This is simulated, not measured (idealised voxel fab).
process module | voxel fin reveal
cross-section cut | 210 nm wide | cells 5 nm
A cross-section is a grid of square cells, given in bands from the top down. A band is one or more rows of cells.
Each band's line starts with the height of the band's top and of its bottom, in nm. Then come its materials from left to right, each with its width in nm. One material with "throughout" fills the band from edge to edge. "air" is empty space.
Height 0 is the level under which the wafer as received is all one material. The lowest band goes on downwards, as in "0 down".
A width such as "30 to 40" changes by the same amount from each row of cells to the next, from the band's top row to its bottom row.
"no change" after a step means that no cell of the cross-section changed.
closed voids: empty space of 8 cells or more with no open way to the top, each as width x height at its distance from the left edge, in nm
after a step's settings: what the simulator itself notes on the step
overlay nm, on a step with a mask: how far to the right of its planned place the mask lay; to the left if negative
plan
1 op RECEIVE | material Si
2 op CONFORMAL_DEP | material SiN | thk nm 10
3 op PATTERN | tone cover | mask id FINS | material resist | width nm 15 | pitch nm 40 | thk nm 20 | overlay nm 0
4 op DIRECTIONAL_ETCH | etch materials SiN | depth nm 10
5 op DIRECTIONAL_ETCH | etch materials Si | depth nm 40
6 op STRIP | etch materials resist
7 op OXIDIZE | depth nm 5
8 op FILL_DEP | material SiO2 | thk nm 5
9 op CMP | height nm 10
10 op SELECTIVE_ETCH | etch materials SiO2 | depth nm 20
11 op STRIP | etch materials SiN
12 op CONFORMAL_DEP | material HfO2 | thk nm 5
first wafer, as planned
as received, after step 1
  0 down: Si throughout
  closed voids: none
after step 2
  10 to 0: SiN throughout
  below 0: unchanged
after step 3
  30 to 10: air 55 | resist 15 | air 25 | resist 15 | air 25 | resist 15 | air 60
  below 10: unchanged
after step 4
  30 to 10: air 55 | resist 15 | air 25 | resist 15 | air 25 | resist 15 | air 60
  10 to 0: air 55 | SiN 15 | air 25 | SiN 15 | air 25 | SiN 15 | air 60
  below 0: unchanged
after step 5
  30 to 10: air 55 | resist 15 | air 25 | resist 15 | air 25 | resist 15 | air 60
  10 to 0: air 55 | SiN 15 | air 25 | SiN 15 | air 25 | SiN 15 | air 60
  0 to -40: air 55 | Si 15 | air 25 | Si 15 | air 25 | Si 15 | air 60
  below -40: unchanged
after step 6
  10 to 0: air 55 | SiN 15 | air 25 | SiN 15 | air 25 | SiN 15 | air 60
  below 0: unchanged
after step 7
  10 to 0: air 55 | SiN 15 | air 25 | SiN 15 | air 25 | SiN 15 | air 60
  0 to -40: air 55 | SiO2 5 | Si 5 | SiO2 5 | air 25 | SiO2 5 | Si 5 | SiO2 5 | air 25 | SiO2 5 | Si 5 | SiO2 5 | air 60
  -40 to -45: SiO2 60 | Si 5 | SiO2 35 | Si 5 | SiO2 35 | Si 5 | SiO2 65
  below -45: unchanged
after step 8
  15 to 10: SiO2 throughout
  10 to 0: SiO2 55 | SiN 15 | SiO2 25 | SiN 15 | SiO2 25 | SiN 15 | SiO2 60
  0 to -45: SiO2 60 | Si 5 | SiO2 35 | Si 5 | SiO2 35 | Si 5 | SiO2 65
  below -45: unchanged
after step 9
  10 to 0: SiO2 55 | SiN 15 | SiO2 25 | SiN 15 | SiO2 25 | SiN 15 | SiO2 60
  below 0: unchanged
after step 10
  10 to 0: air 55 | SiN 15 | air 25 | SiN 15 | air 25 | SiN 15 | air 60
  0 to -10: air 60 | Si 5 | air 35 | Si 5 | air 35 | Si 5 | air 65
  below -10: unchanged
after step 11
  0 to -10: air 60 | Si 5 | air 35 | Si 5 | air 35 | Si 5 | air 65
  below -10: unchanged
after step 12
  5 to 0: air 55 | HfO2 15 | air 25 | HfO2 15 | air 25 | HfO2 15 | air 60
  0 to -5: air 55 | HfO2 5 | Si 5 | HfO2 5 | air 25 | HfO2 5 | Si 5 | HfO2 5 | air 25 | HfO2 5 | Si 5 | HfO2 5 | air 60
  -5 to -10: HfO2 60 | Si 5 | HfO2 35 | Si 5 | HfO2 35 | Si 5 | HfO2 65
  below -10: unchanged
second wafer: like start, like plan, one mistake. Through step 2 it matches the first wafer
when step 3 should have ended
  30 to 10: air 60 | resist 15 | air 25 | resist 15 | air 25 | resist 15 | air 55
  below 10: unchanged
when step 4 should have ended
  30 to 10: air 60 | resist 15 | air 25 | resist 15 | air 25 | resist 15 | air 55
  10 to 0: air 60 | SiN 15 | air 25 | SiN 15 | air 25 | SiN 15 | air 55
  below 0: unchanged
when step 5 should have ended
  30 to 10: air 60 | resist 15 | air 25 | resist 15 | air 25 | resist 15 | air 55
  10 to 0: air 60 | SiN 15 | air 25 | SiN 15 | air 25 | SiN 15 | air 55
  0 to -40: air 60 | Si 15 | air 25 | Si 15 | air 25 | Si 15 | air 55
  below -40: unchanged
when step 6 should have ended
  10 to 0: air 60 | SiN 15 | air 25 | SiN 15 | air 25 | SiN 15 | air 55
  below 0: unchanged
when step 7 should have ended
  10 to 0: air 60 | SiN 15 | air 25 | SiN 15 | air 25 | SiN 15 | air 55
  0 to -40: air 60 | SiO2 5 | Si 5 | SiO2 5 | air 25 | SiO2 5 | Si 5 | SiO2 5 | air 25 | SiO2 5 | Si 5 | SiO2 5 | air 55
  -40 to -45: SiO2 65 | Si 5 | SiO2 35 | Si 5 | SiO2 35 | Si 5 | SiO2 60
  below -45: unchanged
when step 8 should have ended
  15 to 10: SiO2 throughout
  10 to 0: SiO2 60 | SiN 15 | SiO2 25 | SiN 15 | SiO2 25 | SiN 15 | SiO2 55
  0 to -45: SiO2 65 | Si 5 | SiO2 35 | Si 5 | SiO2 35 | Si 5 | SiO2 60
  below -45: unchanged
when step 9 should have ended
  10 to 0: SiO2 60 | SiN 15 | SiO2 25 | SiN 15 | SiO2 25 | SiN 15 | SiO2 55
  below 0: unchanged
when step 10 should have ended
  10 to 0: air 60 | SiN 15 | air 25 | SiN 15 | air 25 | SiN 15 | air 55
  0 to -10: air 65 | Si 5 | air 35 | Si 5 | air 35 | Si 5 | air 60
  below -10: unchanged
when step 11 should have ended
  0 to -10: air 65 | Si 5 | air 35 | Si 5 | air 35 | Si 5 | air 60
  below -10: unchanged
when step 12 should have ended
  5 to 0: air 60 | HfO2 15 | air 25 | HfO2 15 | air 25 | HfO2 15 | air 55
  0 to -5: air 60 | HfO2 5 | Si 5 | HfO2 5 | air 25 | HfO2 5 | Si 5 | HfO2 5 | air 25 | HfO2 5 | Si 5 | HfO2 5 | air 55
  -5 to -10: HfO2 65 | Si 5 | HfO2 35 | Si 5 | HfO2 35 | Si 5 | HfO2 60
  below -10: unchanged
what went wrong: step 3 ran as: op PATTERN | tone cover | mask id FINS | material resist | width nm 15 | pitch nm 40 | thk nm 20 | overlay nm 5
at the end the second wafer has, in cells: as many of each material as the first, in other places
